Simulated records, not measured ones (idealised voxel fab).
The document below concerns the process module designated voxel transistor to metal.
Cross-section cut: width 160 nm, square cells of 5 nm.
If you're reading a cross-section in this doc, picture square cells in a grid; it comes to you as bands, top ones listed first down to the bottom, and a band can be one or more rows of cells. For a band, the entry starts with two heights in nm, that of the top and then that of the bottom, and carries on with the band's materials in order from left to right, each alongside its width in nm; the word "edge to edge" beside a single material means it fills the band edge to edge, and "air" means empty space. Measure heights from 0. That's the level where, below it, the as-received wafer is all one material. The lowest band is bottomless and extends downward; write it as in "0..down". A two-number width, for instance "30..40", indicates that the width is equal to the first number in the top row of the band and to the second number in the bottom row, and that it changes by a constant amount per row of cells. "nothing was modified", as given for a step, is the statement that not any cell of the cross-section underwent a change during that step. Entry "Voids lacking openings" = empty spaces >= 8 cells with no open way to the top; each as width x height at distance, distance from left edge, all nm. Note: text after step settings on the step line = simulator remark on that step. A step's line can hold "overlay nm"; with a mask on that step, the setting says how far right of the planned place the mask lay, while a negative setting says it lay to the left.

List of planned process steps
step 1: RECEIVE: material Si
step 2: OXIDIZE: depth nm 5
step 3: CONFORMAL_DEP: material SiN, thk nm 15
step 4: DIRECTIONAL_DEP: material aC, thk nm 10
step 5: PATTERN: tone cover, mask id ACTIVE, material resist, width nm 125, thk nm 25, overlay nm 0
step 6: DIRECTIONAL_ETCH: etch materials aC, depth nm 10
step 7: STRIP: etch materials resist
step 8: DIRECTIONAL_ETCH: etch materials SiN, depth nm 15
step 9: DIRECTIONAL_ETCH: etch materials SiO2, depth nm 5
step 10: DIRECTIONAL_ETCH: etch materials Si, depth nm 20
step 11: STRIP: etch materials aC
step 12: FILL_DEP: material SiO2, thk nm 5
step 13: CMP: height nm 15
step 14: SELECTIVE_ETCH: etch materials SiO2, depth nm 15
step 15: STRIP: etch materials SiN
step 16: SELECTIVE_ETCH: etch materials SiO2, depth nm 5
step 17: OXIDIZE: depth nm 5
step 18: DIRECTIONAL_DEP: material polySi, thk nm 25
step 19: DIRECTIONAL_DEP: material SiCN, thk nm 15
step 20: MASKED_ETCH: tone cover, mask id GATE, width nm 35, etch materials SiCN, depth nm 25, overlay nm 0
step 21: MASKED_ETCH: tone cover, mask id GATE, width nm 35, etch materials polySi, depth nm 35, overlay nm 0
step 22: CONFORMAL_DEP: material SiN, thk nm 5
step 23: DIRECTIONAL_ETCH: etch materials SiN, depth nm 5
step 24: DIRECTIONAL_ETCH: etch materials SiO2, depth nm 5
step 25: DIRECTIONAL_ETCH: etch materials Si, depth nm 15
step 26: EPI: material pSi, thk nm 20
step 27: FILL_DEP: material SiO2, thk nm 10
step 28: CMP: height nm 20
step 29: STRIP: etch materials polySi
step 30: SELECTIVE_ETCH: etch materials SiO2, depth nm 5
step 31: CONFORMAL_DEP: material HfO2, thk nm 5
step 32: CONFORMAL_DEP: material TiN, thk nm 5
step 33: FILL_DEP: material W, thk nm 5
step 34: CMP: height nm 15
step 35: DIRECTIONAL_DEP: material SiO2, thk nm 10
step 36: DIRECTIONAL_DEP: material aC, thk nm 10
step 37: PATTERN: tone open, mask id CONTACT, material resist, width nm 15, pitch nm 95, thk nm 25, overlay nm 0
step 38: DIRECTIONAL_ETCH: etch materials aC, depth nm 10
step 39: STRIP: etch materials resist
step 40: DIRECTIONAL_ETCH: etch materials SiO2, depth nm 30
step 41: STRIP: etch materials aC
step 42: CONFORMAL_DEP: material TiN, thk nm 5
step 43: FILL_DEP: material Ru, thk nm 5
step 44: CMP: height nm 25
step 45: DIRECTIONAL_DEP: material TiN, thk nm 5
step 46: DIRECTIONAL_DEP: material W, thk nm 20
step 47: MASKED_ETCH: tone cover, mask id METAL_1, width nm 20, pitch nm 95, etch materials W, depth nm 20, overlay nm 0
step 48: MASKED_ETCH: tone cover, mask id METAL_1, width nm 20, pitch nm 95, etch materials TiN, depth nm 5, overlay nm 0
step 49: CONFORMAL_DEP: material SiCN, thk nm 5
step 50: FILL_DEP: material lowk, thk nm 10
step 51: CMP: height nm 50
step 52: CONFORMAL_DEP: material SiN, thk nm 5
Be aware that, although all wafers share a common starting state, the width nm at step 37 differs among them, and the plan displays the first wafer's value.

So this is the first of several wafers, cross-sectioned as it came to us, meaning it's at the end of step 1
- 0..down  Si edge to edge
- Voids lacking openings: none

Last step of the module is step 52; after it, the first of several wafers in cross-section
- 55..50  SiN edge to edge
- 50..30  lowk (15) / SiCN (5) / W (20) / SiCN (5) / lowk (65) / SiCN (5) / W (20) / SiCN (5) / lowk (20)
- 30..25  SiCN (20) / TiN (20) / SiCN (75) / TiN (20) / SiCN (25)
- 25..15  SiO2 (25) / TiN (5) / Ru (5) / TiN (5) / SiO2 (80) / TiN (5) / Ru (5) / TiN (5) / SiO2 (25)
- 15..10  SiO2 (25) / TiN (15) / SiO2 (15) / SiN (5) / HfO2 (5) / TiN (5) / W (15) / TiN (5) / HfO2 (5) / SiN (5) / SiO2 (20) / TiN (5) / Ru (5) / TiN (5) / SiO2 (25)
- 10..0  SiO2 (25) / TiN (10) / pSi (20) / SiN (5) / HfO2 (5) / TiN (5) / W (15) / TiN (5) / HfO2 (5) / SiN (5) / pSi (20) / TiN (5) / Ru (5) / TiN (5) / SiO2 (25)
- 0..-5  SiO2 (25) / TiN (10) / pSi (20) / SiN (5) / HfO2 (5) / TiN (25) / HfO2 (5) / SiN (5) / pSi (20) / TiN (15) / SiO2 (25)
- -5..-10  SiO2 (10) / pSi (45) / HfO2 (45) / pSi (45) / SiO2 (15)
- -10..-25  SiO2 (15) / pSi (40) / Si (45) / pSi (40) / SiO2 (20)
- -25..down  Si edge to edge
- Voids lacking openings: none

Cross-section of the last wafer at end of module
- 55..50  SiN edge to edge
- 50..30  lowk (15) / SiCN (5) / W (20) / SiCN (5) / lowk (65) / SiCN (5) / W (20) / SiCN (5) / lowk (20)
- 30..25  SiCN (20) / TiN (20) / SiCN (75) / TiN (20) / SiCN (25)
- 25..15  SiO2 (15) / TiN (5) / Ru (25) / TiN (5) / SiO2 (60) / TiN (5) / Ru (25) / TiN (5) / SiO2 (15)
- 15..10  SiO2 (15) / TiN (5) / Ru (10) / TiN (20) / SiO2 (5) / SiN (5) / HfO2 (5) / TiN (5) / W (15) / TiN (5) / HfO2 (5) / SiN (5) / SiO2 (10) / TiN (15) / Ru (15) / TiN (5) / SiO2 (15)
- 10..0  SiO2 (15) / TiN (5) / Ru (10) / TiN (5) / pSi (20) / SiN (5) / HfO2 (5) / TiN (5) / W (15) / TiN (5) / HfO2 (5) / SiN (5) / pSi (20) / TiN (5) / Ru (15) / TiN (5) / SiO2 (15)
- 0..-5  SiO2 (15) / TiN (20) / pSi (20) / SiN (5) / HfO2 (5) / TiN (25) / HfO2 (5) / SiN (5) / pSi (20) / TiN (25) / SiO2 (15)
- -5..-10  SiO2 (10) / pSi (45) / HfO2 (45) / pSi (45) / SiO2 (15)
- -10..-25  SiO2 (15) / pSi (40) / Si (45) / pSi (40) / SiO2 (20)
- -25..down  Si edge to edge
- Voids lacking openings: none

Take any row and you have a wafer at the end of the module: how many cells of each material it has gained (+) or lost (-) since it was received, and then its closed voids
width nm 15; +17 HfO2; +7 Ru; -133 Si; +40 SiCN; +40 SiN; +125 SiO2; +45 TiN; +41 W; +80 lowk; +90 pSi; Voids lacking openings: none
width nm 20; +17 HfO2; +14 Ru; -133 Si; +40 SiCN; +40 SiN; +116 SiO2; +47 TiN; +41 W; +80 lowk; +90 pSi; Voids lacking openings: none
width nm 25; +17 HfO2; +21 Ru; -133 Si; +40 SiCN; +40 SiN; +107 SiO2; +49 TiN; +41 W; +80 lowk; +90 pSi; Voids lacking openings: none
width nm 30; +17 HfO2; +28 Ru; -133 Si; +40 SiCN; +40 SiN; +98 SiO2; +51 TiN; +41 W; +80 lowk; +90 pSi; Voids lacking openings: none
width nm 35; +17 HfO2; +35 Ru; -133 Si; +40 SiCN; +40 SiN; +89 SiO2; +53 TiN; +41 W; +80 lowk; +90 pSi; Voids lacking openings: none
